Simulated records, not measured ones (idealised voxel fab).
Presented below is a process module, voxel transistor to metal.
Xsec cut, 150 nm wide, square cell size 5 nm.
Cross-section layout: square cells on a grid; listed as bands, top to bottom; a band spans one or more cell rows.
Top height, bottom height, nm. Materials left to right, width each, nm. Single material + "everywhere" = fills band edge to edge. "empty" = empty.
All heights in this document are referenced to 0, defined as the level beneath which the wafer, as received, consists entirely of one material. The lowest band is not bounded below; it extends indefinitely downward and is written in the form "0 down".
It should be noted that a width expressed as "30 to 40" varies in equal increments from row to row of cells within the band, taking the value of the first number at the top row and that of the second number at the bottom row.
Take "identical to before" at face value: in the step it is given for, the cross-section changed in none of its cells.
Entry "Voids, fully enclosed". Content: empty spaces with no open connection to the top, size 8 cells or greater. Each: width x height at distance. Distance: from left edge. Unit: nm.
Read whatever lies past the settings on a step's line as the simulator's own remark about the step.
overlay nm: where the mask lay relative to plan, measured to the right, on steps with a mask; negatives go left.

**Process steps (planned)**
1. RECEIVE with material Si
2. OXIDIZE with depth nm 5
3. CONFORMAL_DEP with material SiN, thk nm 10
4. MASKED_ETCH with tone cover, mask id ACTIVE, width nm 115, etch materials SiN, depth nm 10, overlay nm 0
5. MASKED_ETCH with tone cover, mask id ACTIVE, width nm 115, etch materials SiO2, depth nm 5, overlay nm 0
6. MASKED_ETCH with tone cover, mask id ACTIVE, width nm 115, etch materials Si, depth nm 20, overlay nm 0
7. FILL_DEP with material SiO2, thk nm 15
8. CMP with height nm 10
9. SELECTIVE_ETCH with etch materials SiO2, depth nm 5
10. STRIP with etch materials SiN
11. SELECTIVE_ETCH with etch materials SiO2, depth nm 5
12. OXIDIZE with depth nm 5
13. DIRECTIONAL_DEP with material polySi, thk nm 30
14. DIRECTIONAL_DEP with material SiCN, thk nm 15
15. MASKED_ETCH with tone cover, mask id GATE, width nm 35, etch materials SiCN, depth nm 25, overlay nm 0
16. MASKED_ETCH with tone cover, mask id GATE, width nm 35, etch materials polySi, depth nm 40, overlay nm 0
17. CONFORMAL_DEP with material SiN, thk nm 5
18. DIRECTIONAL_ETCH with etch materials SiN, depth nm 5
19. DIRECTIONAL_ETCH with etch materials SiO2, depth nm 5
20. DIRECTIONAL_ETCH with etch materials Si, depth nm 5
21. EPI with material nSi, thk nm 5
22. FILL_DEP with material SiO2, thk nm 10
23. CMP with height nm 25
24. STRIP with etch materials polySi
25. SELECTIVE_ETCH with etch materials SiO2, depth nm 5
26. CONFORMAL_DEP with material HfO2, thk nm 5
27. CONFORMAL_DEP with material TiN, thk nm 5
28. FILL_DEP with material W, thk nm 5
29. CMP with height nm 20
30. DIRECTIONAL_DEP with material SiO2, thk nm 15
31. DIRECTIONAL_DEP with material aC, thk nm 15
32. PATTERN with tone open, mask id CONTACT, material resist, width nm 15, pitch nm 80, thk nm 30, overlay nm 0
33. DIRECTIONAL_ETCH with etch materials aC, depth nm 15
34. STRIP with etch materials resist
35. DIRECTIONAL_ETCH with etch materials SiO2, depth nm 45
36. STRIP with etch materials aC
37. CONFORMAL_DEP with material TiN, thk nm 5
38. FILL_DEP with material W, thk nm 10
39. CMP with height nm 35
40. DIRECTIONAL_DEP with material TiN, thk nm 5
41. DIRECTIONAL_DEP with material Ru, thk nm 25
42. PATTERN with tone cover, mask id METAL_1, material resist, width nm 15, pitch nm 80, thk nm 15, overlay nm 0
43. DIRECTIONAL_ETCH with etch materials Ru, depth nm 25
44. DIRECTIONAL_ETCH with etch materials TiN, depth nm 5
45. STRIP with etch materials resist
46. FILL_DEP with material lowk, thk nm 10
47. CMP with height nm 65
48. CONFORMAL_DEP with material SiN, thk nm 5

**Cross-section of the wafer upon arrival, representing the state reached after step 1**
  0 down  Si everywhere
  Voids, fully enclosed: none

**Cross-section, first of two wafers, end of module, run as planned**
  70 to 65  SiN everywhere
  65 to 40  lowk (25) | Ru (15) | lowk (65) | Ru (15) | lowk (30)
  40 to 35  lowk (25) | TiN (15) | lowk (65) | TiN (15) | lowk (30)
  35 to 20  SiO2 (25) | TiN (5) | W (5) | TiN (5) | SiO2 (65) | TiN (5) | W (5) | TiN (5) | SiO2 (30)
  20 to 0  SiO2 (25) | TiN (5) | W (5) | TiN (5) | SiO2 (10) | SiN (5) | HfO2 (5) | TiN (5) | W (15) | TiN (5) | HfO2 (5) | SiN (5) | SiO2 (10) | TiN (5) | W (5) | TiN (5) | SiO2 (30)
  0 to -5  SiO2 (10) | SiN (5) | SiO2 (10) | TiN (5) | W (5) | TiN (5) | SiO2 (10) | SiN (5) | HfO2 (5) | TiN (25) | HfO2 (5) | SiN (5) | SiO2 (10) | TiN (5) | W (5) | TiN (5) | SiO2 (10) | SiN (5) | SiO2 (15)
  -5 to -10  SiO2 (25) | TiN (15) | SiO2 (5) | nSi (5) | HfO2 (45) | nSi (5) | SiO2 (5) | TiN (15) | SiO2 (30)
  -10 to -15  SiO2 (15) | nSi (35) | Si (45) | nSi (35) | SiO2 (20)
  -15 to -25  SiO2 (15) | Si (115) | SiO2 (20)
  -25 down  Si everywhere
  Voids, fully enclosed: none

**Wafer two (of two), end-of-module cross-section: start = wafer one, plan = wafer one, one run mistake**
  70 to 65  SiN everywhere
  65 to 40  lowk (25) | Ru (15) | lowk (65) | Ru (15) | lowk (30)
  40 to 35  lowk (25) | TiN (15) | lowk (65) | TiN (15) | lowk (30)
  35 to 20  SiO2 (25) | TiN (5) | W (5) | TiN (5) | SiO2 (65) | TiN (5) | W (5) | TiN (5) | SiO2 (30)
  20 to 10  SiO2 (25) | TiN (5) | W (5) | TiN (5) | SiO2 (10) | SiN (5) | HfO2 (5) | TiN (5) | W (15) | TiN (5) | HfO2 (5) | SiN (5) | SiO2 (10) | TiN (5) | W (5) | TiN (5) | SiO2 (30)
  10 to 5  SiO2 (25) | TiN (15) | SiO2 (10) | SiN (5) | HfO2 (5) | TiN (5) | W (15) | TiN (5) | HfO2 (5) | SiN (5) | SiO2 (10) | TiN (15) | SiO2 (30)
  5 to 0  SiO2 (50) | SiN (5) | HfO2 (5) | TiN (5) | W (15) | TiN (5) | HfO2 (5) | SiN (5) | SiO2 (55)
  0 to -5  SiO2 (10) | SiN (5) | SiO2 (35) | SiN (5) | HfO2 (5) | TiN (25) | HfO2 (5) | SiN (5) | SiO2 (35) | SiN (5) | SiO2 (15)
  -5 to -10  SiO2 (45) | nSi (5) | HfO2 (45) | nSi (5) | SiO2 (50)
  -10 to -15  SiO2 (15) | nSi (35) | Si (45) | nSi (35) | SiO2 (20)
  -15 to -25  SiO2 (15) | Si (115) | SiO2 (20)
  -25 down  Si everywhere
  Voids, fully enclosed: none
So what did we get wrong on this run? step 30 was run twice
Materials where the second wafer ends with more or fewer cells than the first: SiO2 +18; TiN -12; W -6
